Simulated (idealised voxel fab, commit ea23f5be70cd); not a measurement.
process module | voxel ribs on slabs
cross-section cut | 215 nm wide | cells 5 nm
A cross-section is a grid of square cells, given in bands from the top down. A band is one or more rows of cells.
Each band's line starts with the height of the band's top and of its bottom, in nm. Then come its materials from left to right, each with its width in nm. One material with "throughout" fills the band from edge to edge. "air" is empty space.
Height 0 is the level under which the wafer as received is all one material. The lowest band goes on downwards, as in "0 down".
A width such as "30 to 40" changes by the same amount from each row of cells to the next, from the band's top row to its bottom row.
"no change" after a step means that no cell of the cross-section changed.
closed voids: empty space of 8 cells or more with no open way to the top, each as width x height at its distance from the left edge, in nm
after a step's settings: what the simulator itself notes on the step
overlay nm, on a step with a mask: how far to the right of its planned place the mask lay; to the left if negative
plan
1 op RECEIVE | material Si
2 op DIRECTIONAL_DEP | material SiO2 | thk nm 20
3 op DIRECTIONAL_DEP | material SiN | thk nm 25
4 op MASKED_ETCH | tone cover | mask id RIB | width nm 30 | etch materials SiN | depth nm 10 | overlay nm 0
5 op DIRECTIONAL_DEP | material aC | thk nm 15
6 op PATTERN | tone cover | mask id SLAB | material resist | width nm 60 | thk nm 30 | overlay nm 0
7 op DIRECTIONAL_ETCH | etch materials aC | depth nm 15
8 op STRIP | etch materials resist
9 op DIRECTIONAL_ETCH | etch materials SiN | depth nm 15
10 op STRIP | etch materials aC
11 op FILL_DEP | material SiO2 | thk nm 20
12 op CMP | height nm 55
13 op DIRECTIONAL_DEP | material TiN | thk nm 5
14 op PATTERN | tone cover | mask id HEATER | material resist | width nm 40 | thk nm 15 | overlay nm 0
15 op DIRECTIONAL_ETCH | etch materials TiN | depth nm 5
16 op STRIP | etch materials resist
17 op CONFORMAL_DEP | material SiO2 | thk nm 10
as received, after step 1
  0 down: Si throughout
  closed voids: none
first wafer at the end, as planned
  70 to 65: air 75 | SiO2 60 | air 80
  65 to 60: SiO2 throughout
  60 to 55: SiO2 85 | TiN 40 | SiO2 90
  55 to 45: SiO2 throughout
  45 to 35: SiO2 90 | SiN 30 | SiO2 95
  35 to 20: SiO2 75 | SiN 60 | SiO2 80
  20 to 0: SiO2 throughout
  0 down: Si throughout
  closed voids: none
second wafer at the end: like start, like plan, one mistake
  70 to 65: air 75 | SiO2 60 | air 80
  65 to 60: SiO2 throughout
  60 to 55: SiO2 85 | TiN 40 | SiO2 90
  55 to 45: SiO2 throughout
  45 to 35: SiO2 90 | SiN 30 | SiO2 95
  35 to 20: SiO2 85 | SiN 60 | SiO2 70
  20 to 0: SiO2 throughout
  0 down: Si throughout
  closed voids: none
what went wrong: step 6 ran as: op PATTERN | tone cover | mask id SLAB | material resist | width nm 60 | thk nm 30 | overlay nm 10
at the end the second wafer has, in cells: as many of each material as the first, in other places
